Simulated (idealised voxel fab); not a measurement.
Herein follows the process module entitled voxel self aligned contacts.
In the cross-section labelled cut, the width is 280 nm and each square cell is 5 nm.
Notation: cross-section as square-cell grid; stated in bands, top first, going down; one or more cell rows per band. Heights first: top, then bottom, in nm. Then materials, left to right, each with a width in nm. "everywhere" on a single material: fills the band edge to edge. "empty": empty space. Height datum 0, below which the as-received substrate wafer is one material. Lowest band open at the bottom, running downward: "top 0, no bottom". Width: "30->40" (first number = top row, second number = bottom row, same change from row to row of cells). When a step is marked "identical to before", none of the cells in the cross-section changed during that step. Entry "Closed internal voids" = empty spaces >= 8 cells with no open way to the top; each as width x height at distance, distance from left edge, all nm. What comes after the settings on a step's line is commentary from the simulator itself on that step. overlay nm: on a step with a mask, how far right of its planned place the mask lay; negative means left.
-- These are the steps we planned for the process
1) RECEIVE (material Si)
2) CONFORMAL_DEP (material SiO2; thk nm 5)
3) DIRECTIONAL_DEP (material polySi; thk nm 25)
4) DIRECTIONAL_DEP (material SiN; thk nm 20)
5) PATTERN (tone cover; mask id GATE; material resist; width nm 30; pitch nm 55; thk nm 20; overlay nm 0)
6) DIRECTIONAL_ETCH (etch materials SiN; depth nm 20)
7) DIRECTIONAL_ETCH (etch materials polySi; depth nm 25)
8) STRIP (etch materials resist)
9) CONFORMAL_DEP (material SiN; thk nm 5)
10) DIRECTIONAL_ETCH (etch materials SiN; depth nm 5)
11) FILL_DEP (material SiO2; thk nm 10)
12) CMP (height nm 55)
13) PATTERN (tone open; mask id CONTACT; material resist; width nm 35; pitch nm 55; thk nm 15; overlay nm 0)
14) DIRECTIONAL_ETCH (etch materials SiO2; depth nm 55)
15) STRIP (etch materials resist)
16) CONFORMAL_DEP (material TiN; thk nm 5)
17) FILL_DEP (material W; thk nm 10)
18) CMP (height nm 55)
19) CONFORMAL_DEP (material SiN; thk nm 5)
-- The first of the two wafers, which ran as planned
-- The cross-section here shows the wafer as received, i.e. in its state after step 1
    top 0, no bottom  Si everywhere
    Closed internal voids: none
-- The following cross-section depicts the wafer upon completion of step 2
    top 5, bottom 0  SiO2 everywhere
    Below a height of 0, the structure has not been altered.
-- The following cross-section depicts the wafer upon completion of step 3
    top 30, bottom 5  polySi everywhere
    Below a height of 5, the structure has not been altered.
-- The following cross-section depicts the wafer upon completion of step 4
    top 50, bottom 30  SiN everywhere
    Below a height of 30, the structure has not been altered.
-- The following cross-section depicts the wafer upon completion of step 5
    top 70, bottom 50  empty=70 | resist=30 | empty=25 | resist=30 | empty=25 | resist=30 | empty=70
    Below a height of 50, the structure has not been altered.
-- The following cross-section depicts the wafer upon completion of step 6
    top 70, bottom 50  empty=70 | resist=30 | empty=25 | resist=30 | empty=25 | resist=30 | empty=70
    top 50, bottom 30  empty=70 | SiN=30 | empty=25 | SiN=30 | empty=25 | SiN=30 | empty=70
    Below a height of 30, the structure has not been altered.
-- The following cross-section depicts the wafer upon completion of step 7
    top 70, bottom 50  empty=70 | resist=30 | empty=25 | resist=30 | empty=25 | resist=30 | empty=70
    top 50, bottom 30  empty=70 | SiN=30 | empty=25 | SiN=30 | empty=25 | SiN=30 | empty=70
    top 30, bottom 5  empty=70 | polySi=30 | empty=25 | polySi=30 | empty=25 | polySi=30 | empty=70
    Below a height of 5, the structure has not been altered.
-- The following cross-section depicts the wafer upon completion of step 8
    top 50, bottom 30  empty=70 | SiN=30 | empty=25 | SiN=30 | empty=25 | SiN=30 | empty=70
    Below a height of 30, the structure has not been altered.
-- The following cross-section depicts the wafer upon completion of step 9
    top 55, bottom 30  empty=65 | SiN=40 | empty=15 | SiN=40 | empty=15 | SiN=40 | empty=65
    top 30, bottom 10  empty=65 | SiN=5 | polySi=30 | SiN=5 | empty=15 | SiN=5 | polySi=30 | SiN=5 | empty=15 | SiN=5 | polySi=30 | SiN=5 | empty=65
    top 10, bottom 5  SiN=70 | polySi=30 | SiN=25 | polySi=30 | SiN=25 | polySi=30 | SiN=70
    Below a height of 5, the structure has not been altered.
-- The following cross-section depicts the wafer upon completion of step 10
    top 50, bottom 30  empty=65 | SiN=40 | empty=15 | SiN=40 | empty=15 | SiN=40 | empty=65
    top 30, bottom 5  empty=65 | SiN=5 | polySi=30 | SiN=5 | empty=15 | SiN=5 | polySi=30 | SiN=5 | empty=15 | SiN=5 | polySi=30 | SiN=5 | empty=65
    Below a height of 5, the structure has not been altered.
-- The following cross-section depicts the wafer upon completion of step 11
    top 60, bottom 50  SiO2 everywhere
    top 50, bottom 30  SiO2=65 | SiN=40 | SiO2=15 | SiN=40 | SiO2=15 | SiN=40 | SiO2=65
    top 30, bottom 5  SiO2=65 | SiN=5 | polySi=30 | SiN=5 | SiO2=15 | SiN=5 | polySi=30 | SiN=5 | SiO2=15 | SiN=5 | polySi=30 | SiN=5 | SiO2=65
    Below a height of 5, the structure has not been altered.
-- The following cross-section depicts the wafer upon completion of step 12
    top 55, bottom 50  SiO2 everywhere
    Below a height of 50, the structure has not been altered.
-- The following cross-section depicts the wafer upon completion of step 13
    top 70, bottom 55  resist=95 | empty=35 | resist=20 | empty=35 | resist=95
    Below a height of 55, the structure has not been altered.
-- The following cross-section depicts the wafer upon completion of step 14
    top 70, bottom 55  resist=95 | empty=35 | resist=20 | empty=35 | resist=95
    top 55, bottom 50  SiO2=95 | empty=35 | SiO2=20 | empty=35 | SiO2=95
    top 50, bottom 30  SiO2=65 | SiN=40 | empty=15 | SiN=40 | empty=15 | SiN=40 | SiO2=65
    top 30, bottom 5  SiO2=65 | SiN=5 | polySi=30 | SiN=5 | empty=15 | SiN=5 | polySi=30 | SiN=5 | empty=15 | SiN=5 | polySi=30 | SiN=5 | SiO2=65
    top 5, bottom 0  SiO2=105 | empty=15 | SiO2=40 | empty=15 | SiO2=105
    Below a height of 0, the structure has not been altered.
-- The following cross-section depicts the wafer upon completion of step 15
    top 55, bottom 50  SiO2=95 | empty=35 | SiO2=20 | empty=35 | SiO2=95
    Below a height of 50, the structure has not been altered.
-- The following cross-section depicts the wafer upon completion of step 16
    top 60, bottom 55  TiN=100 | empty=25 | TiN=30 | empty=25 | TiN=100
    top 55, bottom 50  SiO2=95 | TiN=15 | empty=5 | TiN=15 | SiO2=20 | TiN=15 | empty=5 | TiN=15 | SiO2=95
    top 50, bottom 30  SiO2=65 | SiN=40 | TiN=5 | empty=5 | TiN=5 | SiN=40 | TiN=5 | empty=5 | TiN=5 | SiN=40 | SiO2=65
    top 30, bottom 5  SiO2=65 | SiN=5 | polySi=30 | SiN=5 | TiN=5 | empty=5 | TiN=5 | SiN=5 | polySi=30 | SiN=5 | TiN=5 | empty=5 | TiN=5 | SiN=5 | polySi=30 | SiN=5 | SiO2=65
    top 5, bottom 0  SiO2=105 | TiN=15 | SiO2=40 | TiN=15 | SiO2=105
    Below a height of 0, the structure has not been altered.
-- The following cross-section depicts the wafer upon completion of step 17
    top 70, bottom 60  W everywhere
    top 60, bottom 55  TiN=100 | W=25 | TiN=30 | W=25 | TiN=100
    top 55, bottom 50  SiO2=95 | TiN=15 | W=5 | TiN=15 | SiO2=20 | TiN=15 | W=5 | TiN=15 | SiO2=95
    top 50, bottom 30  SiO2=65 | SiN=40 | TiN=5 | W=5 | TiN=5 | SiN=40 | TiN=5 | W=5 | TiN=5 | SiN=40 | SiO2=65
    top 30, bottom 5  SiO2=65 | SiN=5 | polySi=30 | SiN=5 | TiN=5 | W=5 | TiN=5 | SiN=5 | polySi=30 | SiN=5 | TiN=5 | W=5 | TiN=5 | SiN=5 | polySi=30 | SiN=5 | SiO2=65
    Below a height of 5, the structure has not been altered.
-- The following cross-section depicts the wafer upon completion of step 18
    top 55, bottom 50  SiO2=95 | TiN=15 | W=5 | TiN=15 | SiO2=20 | TiN=15 | W=5 | TiN=15 | SiO2=95
    Below a height of 50, the structure has not been altered.
-- The following cross-section depicts the wafer upon completion of step 19
    top 60, bottom 55  SiN everywhere
    Below a height of 55, the structure has not been altered.
-- Second wafer - shared start and plan with the first - one error in running - same as the first up to step 4 inclusive
-- Cross-sectional view of the second wafer at the intended end time of process step 5
    top 70, bottom 50  empty=75 | resist=20 | empty=35 | resist=20 | empty=35 | resist=20 | empty=75
    Below a height of 50, the structure has not been altered.
-- Cross-sectional view of the second wafer at the intended end time of process step 6
    top 70, bottom 50  empty=75 | resist=20 | empty=35 | resist=20 | empty=35 | resist=20 | empty=75
    top 50, bottom 30  empty=75 | SiN=20 | empty=35 | SiN=20 | empty=35 | SiN=20 | empty=75
    Below a height of 30, the structure has not been altered.
-- Cross-sectional view of the second wafer at the intended end time of process step 7
    top 70, bottom 50  empty=75 | resist=20 | empty=35 | resist=20 | empty=35 | resist=20 | empty=75
    top 50, bottom 30  empty=75 | SiN=20 | empty=35 | SiN=20 | empty=35 | SiN=20 | empty=75
    top 30, bottom 5  empty=75 | polySi=20 | empty=35 | polySi=20 | empty=35 | polySi=20 | empty=75
    Below a height of 5, the structure has not been altered.
-- Cross-sectional view of the second wafer at the intended end time of process step 8
    top 50, bottom 30  empty=75 | SiN=20 | empty=35 | SiN=20 | empty=35 | SiN=20 | empty=75
    Below a height of 30, the structure has not been altered.
-- Cross-sectional view of the second wafer at the intended end time of process step 9
    top 55, bottom 30  empty=70 | SiN=30 | empty=25 | SiN=30 | empty=25 | SiN=30 | empty=70
    top 30, bottom 10  empty=70 | SiN=5 | polySi=20 | SiN=5 | empty=25 | SiN=5 | polySi=20 | SiN=5 | empty=25 | SiN=5 | polySi=20 | SiN=5 | empty=70
    top 10, bottom 5  SiN=75 | polySi=20 | SiN=35 | polySi=20 | SiN=35 | polySi=20 | SiN=75
    Below a height of 5, the structure has not been altered.
-- Cross-sectional view of the second wafer at the intended end time of process step 10
    top 50, bottom 30  empty=70 | SiN=30 | empty=25 | SiN=30 | empty=25 | SiN=30 | empty=70
    top 30, bottom 5  empty=70 | SiN=5 | polySi=20 | SiN=5 | empty=25 | SiN=5 | polySi=20 | SiN=5 | empty=25 | SiN=5 | polySi=20 | SiN=5 | empty=70
    Below a height of 5, the structure has not been altered.
-- Cross-sectional view of the second wafer at the intended end time of process step 11
    top 60, bottom 50  SiO2 everywhere
    top 50, bottom 30  SiO2=70 | SiN=30 | SiO2=25 | SiN=30 | SiO2=25 | SiN=30 | SiO2=70
    top 30, bottom 5  SiO2=70 | SiN=5 | polySi=20 | SiN=5 | SiO2=25 | SiN=5 | polySi=20 | SiN=5 | SiO2=25 | SiN=5 | polySi=20 | SiN=5 | SiO2=70
    Below a height of 5, the structure has not been altered.
-- Cross-sectional view of the second wafer at the intended end time of process step 12
    top 55, bottom 50  SiO2 everywhere
    Below a height of 50, the structure has not been altered.
-- Cross-sectional view of the second wafer at the intended end time of process step 13
    top 70, bottom 55  resist=95 | empty=35 | resist=20 | empty=35 | resist=95
    Below a height of 55, the structure has not been altered.
-- Cross-sectional view of the second wafer at the intended end time of process step 14
    top 70, bottom 55  resist=95 | empty=35 | resist=20 | empty=35 | resist=95
    top 55, bottom 50  SiO2=95 | empty=35 | SiO2=20 | empty=35 | SiO2=95
    top 50, bottom 30  SiO2=70 | SiN=30 | empty=25 | SiN=30 | empty=25 | SiN=30 | SiO2=70
    top 30, bottom 5  SiO2=70 | SiN=5 | polySi=20 | SiN=5 | empty=25 | SiN=5 | polySi=20 | SiN=5 | empty=25 | SiN=5 | polySi=20 | SiN=5 | SiO2=70
    top 5, bottom 0  SiO2=100 | empty=25 | SiO2=30 | empty=25 | SiO2=100
    Below a height of 0, the structure has not been altered.
-- Cross-sectional view of the second wafer at the intended end time of process step 15
    top 55, bottom 50  SiO2=95 | empty=35 | SiO2=20 | empty=35 | SiO2=95
    Below a height of 50, the structure has not been altered.
-- Cross-sectional view of the second wafer at the intended end time of process step 16
    top 60, bottom 55  TiN=100 | empty=25 | TiN=30 | empty=25 | TiN=100
    top 55, bottom 50  SiO2=95 | TiN=10 | empty=15 | TiN=10 | SiO2=20 | TiN=10 | empty=15 | TiN=10 | SiO2=95
    top 50, bottom 30  SiO2=70 | SiN=30 | TiN=5 | empty=15 | TiN=5 | SiN=30 | TiN=5 | empty=15 | TiN=5 | SiN=30 | SiO2=70
    top 30, bottom 5  SiO2=70 | SiN=5 | polySi=20 | SiN=5 | TiN=5 | empty=15 | TiN=5 | SiN=5 | polySi=20 | SiN=5 | TiN=5 | empty=15 | TiN=5 | SiN=5 | polySi=20 | SiN=5 | SiO2=70
    top 5, bottom 0  SiO2=100 | TiN=25 | SiO2=30 | TiN=25 | SiO2=100
    Below a height of 0, the structure has not been altered.
-- Cross-sectional view of the second wafer at the intended end time of process step 17
    top 70, bottom 60  W everywhere
    top 60, bottom 55  TiN=100 | W=25 | TiN=30 | W=25 | TiN=100
    top 55, bottom 50  SiO2=95 | TiN=10 | W=15 | TiN=10 | SiO2=20 | TiN=10 | W=15 | TiN=10 | SiO2=95
    top 50, bottom 30  SiO2=70 | SiN=30 | TiN=5 | W=15 | TiN=5 | SiN=30 | TiN=5 | W=15 | TiN=5 | SiN=30 | SiO2=70
    top 30, bottom 5  SiO2=70 | SiN=5 | polySi=20 | SiN=5 | TiN=5 | W=15 | TiN=5 | SiN=5 | polySi=20 | SiN=5 | TiN=5 | W=15 | TiN=5 | SiN=5 | polySi=20 | SiN=5 | SiO2=70
    Below a height of 5, the structure has not been altered.
-- Cross-sectional view of the second wafer at the intended end time of process step 18
    top 55, bottom 50  SiO2=95 | TiN=10 | W=15 | TiN=10 | SiO2=20 | TiN=10 | W=15 | TiN=10 | SiO2=95
    Below a height of 50, the structure has not been altered.
-- Cross-sectional view of the second wafer at the intended end time of process step 19
    top 60, bottom 55  SiN everywhere
    Below a height of 55, the structure has not been altered.
Nonconformance to the process plan: step 5 ran as: PATTERN (tone cover; mask id GATE; material resist; width nm 20; pitch nm 55; thk nm 20; overlay nm 0)
It is noted that, at the conclusion of processing, the second wafer exhibits a higher or lower cell count for certain materials relative to the first: 24 fewer of SiN | 14 more of SiO2 | 40 more of W | 30 fewer of polySi
